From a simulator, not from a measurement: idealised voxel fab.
process module | voxel spacer lines
cross-section cut | 220 nm wide | cells 5 nm
A cross-section is a grid of square cells, given in bands from the top down. A band is one or more rows of cells.
Each band's line starts with the height of the band's top and of its bottom, in nm. Then come its materials from left to right, each with its width in nm. One material with "throughout" fills the band from edge to edge. "air" is empty space.
Height 0 is the level under which the wafer as received is all one material. The lowest band goes on downwards, as in "0 down".
A width such as "30 to 40" changes by the same amount from each row of cells to the next, from the band's top row to its bottom row.
"no change" after a step means that no cell of the cross-section changed.
closed voids: empty space of 8 cells or more with no open way to the top, each as width x height at its distance from the left edge, in nm
after a step's settings: what the simulator itself notes on the step
overlay nm, on a step with a mask: how far to the right of its planned place the mask lay; to the left if negative
plan
1 op RECEIVE | material Si
2 op CONFORMAL_DEP | material Al2O3 | thk nm 10
3 op DIRECTIONAL_DEP | material TiN | thk nm 10
4 op DIRECTIONAL_DEP | material aC | thk nm 20
5 op PATTERN | tone cover | mask id MANDREL | material resist | width nm 20 | pitch nm 60 | thk nm 30 | overlay nm 0
6 op DIRECTIONAL_ETCH | etch materials aC | depth nm 20
7 op STRIP | etch materials resist
8 op CONFORMAL_DEP | material SiN | thk nm 10
9 op DIRECTIONAL_ETCH | etch materials SiN | depth nm 10
10 op STRIP | etch materials aC
11 op DIRECTIONAL_ETCH | etch materials TiN | depth nm 10
12 op STRIP | etch materials SiN
first wafer, as planned
as received, after step 1
  0 down: Si throughout
  closed voids: none
after step 2
  10 to 0: Al2O3 throughout
  below 0: unchanged
after step 3
  20 to 10: TiN throughout
  below 10: unchanged
after step 4
  40 to 20: aC throughout
  below 20: unchanged
after step 5
  70 to 40: air 40 | resist 20 | air 40 | resist 20 | air 40 | resist 20 | air 40
  below 40: unchanged
after step 6
  50 to 40: air 40 | resist 20 | air 40 | resist 20 | air 40 | resist 20 | air 40
  40 to 20: air 40 | aC 20 | air 40 | aC 20 | air 40 | aC 20 | air 40
  below 20: unchanged
after step 7
  40 to 20: air 40 | aC 20 | air 40 | aC 20 | air 40 | aC 20 | air 40
  below 20: unchanged
after step 8
  50 to 40: air 30 | SiN 40 | air 20 | SiN 40 | air 20 | SiN 40 | air 30
  40 to 30: air 30 | SiN 10 | aC 20 | SiN 10 | air 20 | SiN 10 | aC 20 | SiN 10 | air 20 | SiN 10 | aC 20 | SiN 10 | air 30
  30 to 20: SiN 40 | aC 20 | SiN 40 | aC 20 | SiN 40 | aC 20 | SiN 40
  below 20: unchanged
after step 9
  40 to 20: air 30 | SiN 10 | aC 20 | SiN 10 | air 20 | SiN 10 | aC 20 | SiN 10 | air 20 | SiN 10 | aC 20 | SiN 10 | air 30
  below 20: unchanged
after step 10
  40 to 20: air 30 | SiN 10 | air 20 | SiN 10 | air 20 | SiN 10 | air 20 | SiN 10 | air 20 | SiN 10 | air 20 | SiN 10 | air 30
  below 20: unchanged
after step 11
  40 to 20: air 30 | SiN 10 | air 20 | SiN 10 | air 20 | SiN 10 | air 20 | SiN 10 | air 20 | SiN 10 | air 20 | SiN 10 | air 30
  20 to 10: air 30 | TiN 10 | air 20 | TiN 10 | air 20 | TiN 10 | air 20 | TiN 10 | air 20 | TiN 10 | air 20 | TiN 10 | air 30
  below 10: unchanged
after step 12
  20 to 10: air 30 | TiN 10 | air 20 | TiN 10 | air 20 | TiN 10 | air 20 | TiN 10 | air 20 | TiN 10 | air 20 | TiN 10 | air 30
  below 10: unchanged
second wafer: like start, like plan, one mistake. Through step 1 it matches the first wafer
when step 2 should have ended
  10 to 0: TiN throughout
  below 0: unchanged
when step 3 should have ended
  20 to 0: TiN throughout
  below 0: unchanged
when step 4 should have ended
  40 to 20: aC throughout
  below 20: unchanged
when step 5 should have ended
  70 to 40: air 40 | resist 20 | air 40 | resist 20 | air 40 | resist 20 | air 40
  below 40: unchanged
when step 6 should have ended
  50 to 40: air 40 | resist 20 | air 40 | resist 20 | air 40 | resist 20 | air 40
  40 to 20: air 40 | aC 20 | air 40 | aC 20 | air 40 | aC 20 | air 40
  below 20: unchanged
when step 7 should have ended
  40 to 20: air 40 | aC 20 | air 40 | aC 20 | air 40 | aC 20 | air 40
  below 20: unchanged
when step 8 should have ended
  50 to 40: air 30 | SiN 40 | air 20 | SiN 40 | air 20 | SiN 40 | air 30
  40 to 30: air 30 | SiN 10 | aC 20 | SiN 10 | air 20 | SiN 10 | aC 20 | SiN 10 | air 20 | SiN 10 | aC 20 | SiN 10 | air 30
  30 to 20: SiN 40 | aC 20 | SiN 40 | aC 20 | SiN 40 | aC 20 | SiN 40
  below 20: unchanged
when step 9 should have ended
  40 to 20: air 30 | SiN 10 | aC 20 | SiN 10 | air 20 | SiN 10 | aC 20 | SiN 10 | air 20 | SiN 10 | aC 20 | SiN 10 | air 30
  below 20: unchanged
when step 10 should have ended
  40 to 20: air 30 | SiN 10 | air 20 | SiN 10 | air 20 | SiN 10 | air 20 | SiN 10 | air 20 | SiN 10 | air 20 | SiN 10 | air 30
  below 20: unchanged
when step 11 should have ended
  40 to 20: air 30 | SiN 10 | air 20 | SiN 10 | air 20 | SiN 10 | air 20 | SiN 10 | air 20 | SiN 10 | air 20 | SiN 10 | air 30
  20 to 10: air 30 | TiN 10 | air 20 | TiN 10 | air 20 | TiN 10 | air 20 | TiN 10 | air 20 | TiN 10 | air 20 | TiN 10 | air 30
  below 10: unchanged
when step 12 should have ended
  20 to 10: air 30 | TiN 10 | air 20 | TiN 10 | air 20 | TiN 10 | air 20 | TiN 10 | air 20 | TiN 10 | air 20 | TiN 10 | air 30
  below 10: unchanged
what went wrong: step 2 ran as: op CONFORMAL_DEP | material TiN | thk nm 10
at the end the second wafer has, in cells: 88 fewer of Al2O3 | 88 more of TiN
